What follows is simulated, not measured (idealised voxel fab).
process module | voxel gate over fins
cross-section cut | 155 nm wide | cells 5 nm
A cross-section is a grid of square cells, given in bands from the top down. A band is one or more rows of cells.
Each band's line starts with the height of the band's top and of its bottom, in nm. Then come its materials from left to right, each with its width in nm. One material with "throughout" fills the band from edge to edge. "air" is empty space.
Height 0 is the level under which the wafer as received is all one material. The lowest band goes on downwards, as in "0 down".
A width such as "30 to 40" changes by the same amount from each row of cells to the next, from the band's top row to its bottom row.
"no change" after a step means that no cell of the cross-section changed.
closed voids: empty space of 8 cells or more with no open way to the top, each as width x height at its distance from the left edge, in nm
after a step's settings: what the simulator itself notes on the step
overlay nm, on a step with a mask: how far to the right of its planned place the mask lay; to the left if negative
plan
1 op RECEIVE | material Si
2 op CONFORMAL_DEP | material SiN | thk nm 5
3 op PATTERN | tone cover | mask id FINS | material resist | width nm 15 | pitch nm 35 | thk nm 15 | overlay nm 0
4 op DIRECTIONAL_ETCH | etch materials SiN | depth nm 5
5 op DIRECTIONAL_ETCH | etch materials Si | depth nm 30
6 op STRIP | etch materials resist
7 op OXIDIZE | depth nm 5
8 op FILL_DEP | material SiO2 | thk nm 15
9 op CMP | height nm 5
10 op SELECTIVE_ETCH | etch materials SiO2 | depth nm 15
11 op STRIP | etch materials SiN
12 op CONFORMAL_DEP | material HfO2 | thk nm 5
13 op CONFORMAL_DEP | material TiN | thk nm 5
14 op FILL_DEP | material W | thk nm 10
15 op CMP | height nm 15
16 op CONFORMAL_DEP | material SiCN | thk nm 10
first wafer, as planned
as received, after step 1
  0 down: Si throughout
  closed voids: none
after step 2
  5 to 0: SiN throughout
  below 0: unchanged
after step 3
  20 to 5: air 50 | resist 15 | air 20 | resist 15 | air 55
  below 5: unchanged
after step 4
  20 to 5: air 50 | resist 15 | air 20 | resist 15 | air 55
  5 to 0: air 50 | SiN 15 | air 20 | SiN 15 | air 55
  below 0: unchanged
after step 5
  20 to 5: air 50 | resist 15 | air 20 | resist 15 | air 55
  5 to 0: air 50 | SiN 15 | air 20 | SiN 15 | air 55
  0 to -30: air 50 | Si 15 | air 20 | Si 15 | air 55
  below -30: unchanged
after step 6
  5 to 0: air 50 | SiN 15 | air 20 | SiN 15 | air 55
  below 0: unchanged
after step 7
  5 to 0: air 50 | SiN 15 | air 20 | SiN 15 | air 55
  0 to -30: air 50 | SiO2 5 | Si 5 | SiO2 5 | air 20 | SiO2 5 | Si 5 | SiO2 5 | air 55
  -30 to -35: SiO2 55 | Si 5 | SiO2 30 | Si 5 | SiO2 60
  below -35: unchanged
after step 8
  20 to 5: SiO2 throughout
  5 to 0: SiO2 50 | SiN 15 | SiO2 20 | SiN 15 | SiO2 55
  0 to -35: SiO2 55 | Si 5 | SiO2 30 | Si 5 | SiO2 60
  below -35: unchanged
after step 9
  5 to 0: SiO2 50 | SiN 15 | SiO2 20 | SiN 15 | SiO2 55
  below 0: unchanged
after step 10
  5 to 0: air 50 | SiN 15 | air 20 | SiN 15 | air 55
  0 to -10: air 55 | Si 5 | air 30 | Si 5 | air 60
  below -10: unchanged
after step 11
  0 to -10: air 55 | Si 5 | air 30 | Si 5 | air 60
  below -10: unchanged
after step 12
  5 to 0: air 50 | HfO2 15 | air 20 | HfO2 15 | air 55
  0 to -5: air 50 | HfO2 5 | Si 5 | HfO2 5 | air 20 | HfO2 5 | Si 5 | HfO2 5 | air 55
  -5 to -10: HfO2 55 | Si 5 | HfO2 30 | Si 5 | HfO2 60
  below -10: unchanged
after step 13
  10 to 5: air 45 | TiN 25 | air 10 | TiN 25 | air 50
  5 to 0: air 45 | TiN 5 | HfO2 15 | TiN 5 | air 10 | TiN 5 | HfO2 15 | TiN 5 | air 50
  0 to -5: TiN 50 | HfO2 5 | Si 5 | HfO2 5 | TiN 20 | HfO2 5 | Si 5 | HfO2 5 | TiN 55
  below -5: unchanged
after step 14
  20 to 10: W throughout
  10 to 5: W 45 | TiN 25 | W 10 | TiN 25 | W 50
  5 to 0: W 45 | TiN 5 | HfO2 15 | TiN 5 | W 10 | TiN 5 | HfO2 15 | TiN 5 | W 50
  below 0: unchanged
after step 15
  15 to 10: W throughout
  below 10: unchanged
after step 16
  25 to 15: SiCN throughout
  below 15: unchanged
second wafer: like start, like plan, one mistake. Through step 11 it matches the first wafer
when step 12 should have ended: no change
when step 13 should have ended
  5 to 0: air 50 | TiN 15 | air 20 | TiN 15 | air 55
  0 to -5: air 50 | TiN 5 | Si 5 | TiN 5 | air 20 | TiN 5 | Si 5 | TiN 5 | air 55
  -5 to -10: TiN 55 | Si 5 | TiN 30 | Si 5 | TiN 60
  below -10: unchanged
when step 14 should have ended
  15 to 5: W throughout
  5 to 0: W 50 | TiN 15 | W 20 | TiN 15 | W 55
  0 to -5: W 50 | TiN 5 | Si 5 | TiN 5 | W 20 | TiN 5 | Si 5 | TiN 5 | W 55
  below -5: unchanged
when step 15 should have ended: no change
when step 16 should have ended
  25 to 15: SiCN throughout
  below 15: unchanged
what went wrong: step 12 was left out
at the end the second wafer has, in cells: 39 fewer of HfO2 | 39 more of W
